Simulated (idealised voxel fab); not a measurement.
Module name: voxel ribs on slabs (process module)
Section cut is 155 nm wide and gridded with 5 nm square cells.
The cross-sections in this document take the form of a grid made of square cells. They are written out as bands, in order from top to bottom. Each band consists of one or more rows of cells.
It is stipulated that each band's entry specify, in nanometres, the height of the top of the band and then that of its bottom, followed by the materials of the band in left-to-right sequence, each together with its width in nanometres. A single material marked by the word "throughout" is understood to fill the band from edge to edge; the word "empty" is understood to denote empty space.
Heights are expressed relative to 0, this being the level below which the as-received wafer comprises one material exclusively. The lowest band is unbounded in the downward direction and is denoted as in "0 nm and below".
A width such as "30..40" changes by the same amount from each row of cells to the next, from the band's top row to its bottom row.
Where the words "no modifications" appear for a step, the cross-section shows no cell changed by that step; every cell remained as before.
Reported under the label "Closed empty spaces" are the empty spaces having no open way to the top and comprising 8 cells or more; the notation for each is width x height at distance, in which the distance is measured from the left edge and all three values are in nm.
after a step's settings: what the simulator itself notes on the step
For masked steps, "overlay nm" on the step line gives how far right of plan the mask actually lay; a minus sign means it lay to the left.

Plan:
1 RECEIVE, material Si
2 DIRECTIONAL_DEP, material SiO2, thk nm 25
3 DIRECTIONAL_DEP, material SiN, thk nm 20
4 PATTERN, tone cover, mask id RIB, material resist, width nm 20, thk nm 20, overlay nm 0
5 DIRECTIONAL_ETCH, etch materials SiN, depth nm 10
6 STRIP, etch materials resist
7 MASKED_ETCH, tone cover, mask id SLAB, width nm 60, etch materials SiN, depth nm 10, overlay nm 0
8 FILL_DEP, material SiO2, thk nm 25
9 CMP, height nm 60
10 DIRECTIONAL_DEP, material TiN, thk nm 5
11 MASKED_ETCH, tone cover, mask id HEATER, width nm 30, etch materials TiN, depth nm 5, overlay nm 0
12 CONFORMAL_DEP, material SiO2, thk nm 5

Run as planned: first of two wafers:

Wafer cross-section on receipt, i.e. after step 1:
* 0 nm and below: Si throughout
* Closed empty spaces: none

Wafer section view after processing step 2:
* 25 nm to 0 nm: SiO2 throughout
* Rest of section, below 0: as before.

Wafer section view after processing step 3:
* 45 nm to 25 nm: SiN throughout
* Rest of section, below 25: as before.

Wafer section view after processing step 4:
* 65 nm to 45 nm: 65 of empty / 20 of resist / 70 of empty
* Rest of section, below 45: as before.

Wafer section view after processing step 5:
* 65 nm to 45 nm: 65 of empty / 20 of resist / 70 of empty
* 45 nm to 35 nm: 65 of empty / 20 of SiN / 70 of empty
* Rest of section, below 35: as before.

Wafer section view after processing step 6:
* 45 nm to 35 nm: 65 of empty / 20 of SiN / 70 of empty
* Rest of section, below 35: as before.

Wafer section view after processing step 7:
* 45 nm to 35 nm: 65 of empty / 20 of SiN / 70 of empty
* 35 nm to 25 nm: 45 of empty / 60 of SiN / 50 of empty
* Rest of section, below 25: as before.

Wafer section view after processing step 8:
* 70 nm to 45 nm: SiO2 throughout
* 45 nm to 35 nm: 65 of SiO2 / 20 of SiN / 70 of SiO2
* 35 nm to 25 nm: 45 of SiO2 / 60 of SiN / 50 of SiO2
* Rest of section, below 25: as before.

Wafer section view after processing step 9:
* 60 nm to 45 nm: SiO2 throughout
* Rest of section, below 45: as before.

Wafer section view after processing step 10:
* 65 nm to 60 nm: TiN throughout
* Rest of section, below 60: as before.

Wafer section view after processing step 11:
* 65 nm to 60 nm: 60 of empty / 30 of TiN / 65 of empty
* Rest of section, below 60: as before.

Wafer section view after processing step 12:
* 70 nm to 65 nm: 55 of empty / 40 of SiO2 / 60 of empty
* 65 nm to 60 nm: 60 of SiO2 / 30 of TiN / 65 of SiO2
* Rest of section, below 60: as before.

Notes, second wafer: start = first wafer's, plan = first wafer's, execution had one mistake; history identical to first through step 10:

Cross-section, second wafer, at the end time the plan gives for step 11:
* 65 nm to 60 nm: 55 of empty / 40 of TiN / 60 of empty
* Rest of section, below 60: as before.

Cross-section, second wafer, at the end time the plan gives for step 12:
* 70 nm to 65 nm: 50 of empty / 50 of SiO2 / 55 of empty
* 65 nm to 60 nm: 55 of SiO2 / 40 of TiN / 60 of SiO2
* Rest of section, below 60: as before.
What broke from the plan during processing? step 11 changed vs plan, executed as MASKED_ETCH, tone cover, mask id HEATER, width nm 40, etch materials TiN, depth nm 5, overlay nm 0
Once processing is complete, comparing cell counts shows that the second wafer has more or fewer of certain materials than the first: +2 TiN
